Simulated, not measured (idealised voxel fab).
The process module presented herein is designated voxel gate over fins.
The cross-section on display is named cut; it measures 285 nm wide, and its cells are 5 nm squares.
Bands, listed from the top down, are how a cross-section gets written in this document; the cross-section itself is a grid of square cells, and a band is one or more rows of them.
Top height, bottom height, nm. Materials left to right, width each, nm. Single material + "edge to edge" = fills band edge to edge. "empty" = empty.
Note: height 0 marks the level under which the wafer is uniformly one material as received. Lowest band unbounded below, written "0 and below".
Width spec "30..40" -> top row of cells at first value, bottom row at second value, equal per-row change in between.
Step marked "no change"? Then no cell in the cross-section changed in it.
For the entry "Sealed internal cavities", the listed items are empty spaces with no open way to the top whose size is 8 cells or more; each item follows the pattern width x height at distance, where distance is from the left edge and all three are in nm.
Post-settings text on a step line: simulator's own remark regarding the step.
Among the settings permitted on a step's line is "overlay nm"; applied to a step with a mask, it specifies the extent to which the mask lay to the right of its planned position, whereas a negative figure signifies a position to the left.

The steps planned for the process are as follows:
1: RECEIVE (material Si)
2: CONFORMAL_DEP (material SiN; thk nm 10)
3: MASKED_ETCH (tone cover; mask id FINS; width nm 15; pitch nm 40; etch materials SiN; depth nm 10; overlay nm 0)
4: MASKED_ETCH (tone cover; mask id FINS; width nm 15; pitch nm 40; etch materials Si; depth nm 40; overlay nm 0)
5: OXIDIZE (depth nm 5)
6: FILL_DEP (material SiO2; thk nm 10)
7: CMP (height nm 10)
8: SELECTIVE_ETCH (etch materials SiO2; depth nm 25)
9: STRIP (etch materials SiN)
10: CONFORMAL_DEP (material HfO2; thk nm 5)
11: CONFORMAL_DEP (material TiN; thk nm 5)
12: FILL_DEP (material W; thk nm 15)
13: CMP (height nm 20)
14: CONFORMAL_DEP (material SiN; thk nm 5)

Here's what the wafer looked like in cross-section when it arrived - that's after step 1:
* 0 and below  Si edge to edge
* Sealed internal cavities: none

Module complete - cross-section of the first of two wafers, run according to plan:
* 25 down to 20  SiN edge to edge
* 20 down to 10  W edge to edge
* 10 down to 5  W=70, TiN=25, W=15, TiN=25, W=15, TiN=25, W=15, TiN=25, W=70
* 5 down to 0  W=70, TiN=5, HfO2=15, TiN=5, W=15, TiN=5, HfO2=15, TiN=5, W=15, TiN=5, HfO2=15, TiN=5, W=15, TiN=5, HfO2=15, TiN=5, W=70
* 0 down to -5  W=70, TiN=5, HfO2=5, Si=5, HfO2=5, TiN=5, W=15, TiN=5, HfO2=5, Si=5, HfO2=5, TiN=5, W=15, TiN=5, HfO2=5, Si=5, HfO2=5, TiN=5, W=15, TiN=5, HfO2=5, Si=5, HfO2=5, TiN=5, W=70
* -5 down to -10  TiN=75, HfO2=5, Si=5, HfO2=5, TiN=25, HfO2=5, Si=5, HfO2=5, TiN=25, HfO2=5, Si=5, HfO2=5, TiN=25, HfO2=5, Si=5, HfO2=5, TiN=75
* -10 down to -15  HfO2=80, Si=5, HfO2=35, Si=5, HfO2=35, Si=5, HfO2=35, Si=5, HfO2=80
* -15 down to -45  SiO2=80, Si=5, SiO2=35, Si=5, SiO2=35, Si=5, SiO2=35, Si=5, SiO2=80
* -45 and below  Si edge to edge
* Sealed internal cavities: none

Wafer two cross-section, module end. Start and plan unchanged from wafer one; one mistake made during the run:
* 25 down to 20  SiN edge to edge
* 20 down to 10  W edge to edge
* 10 down to 5  W=70, TiN=25, W=15, TiN=25, W=15, TiN=25, W=15, TiN=25, W=70
* 5 down to 0  W=65, TiN=10, HfO2=15, TiN=5, W=10, TiN=10, HfO2=15, TiN=5, W=10, TiN=10, HfO2=15, TiN=5, W=10, TiN=10, HfO2=15, TiN=5, W=70
* 0 down to -5  W=65, TiN=5, HfO2=10, Si=5, HfO2=5, TiN=5, W=10, TiN=5, HfO2=10, Si=5, HfO2=5, TiN=5, W=10, TiN=5, HfO2=10, Si=5, HfO2=5, TiN=5, W=10, TiN=5, HfO2=10, Si=5, HfO2=5, TiN=5, W=70
* -5 down to -10  TiN=70, HfO2=5, Si=10, HfO2=5, TiN=20, HfO2=5, Si=10, HfO2=5, TiN=20, HfO2=5, Si=10, HfO2=5, TiN=20, HfO2=5, Si=10, HfO2=5, TiN=75
* -10 down to -15  HfO2=75, Si=10, HfO2=30, Si=10, HfO2=30, Si=10, HfO2=30, Si=10, HfO2=80
* -15 down to -45  SiO2=75, Si=10, SiO2=30, Si=10, SiO2=30, Si=10, SiO2=30, Si=10, SiO2=80
* -45 and below  Si edge to edge
* Sealed internal cavities: none
Short version of what went wrong: it should be noted that step 4 was executed with settings other than those planned, the operation and settings actually applied being MASKED_ETCH (tone cover; mask id FINS; width nm 15; pitch nm 40; etch materials Si; depth nm 40; overlay nm -5)
Final difference in cells, second wafer against first, listed per material as more or fewer: Si: 32 more, SiO2: 24 fewer, W: 8 fewer
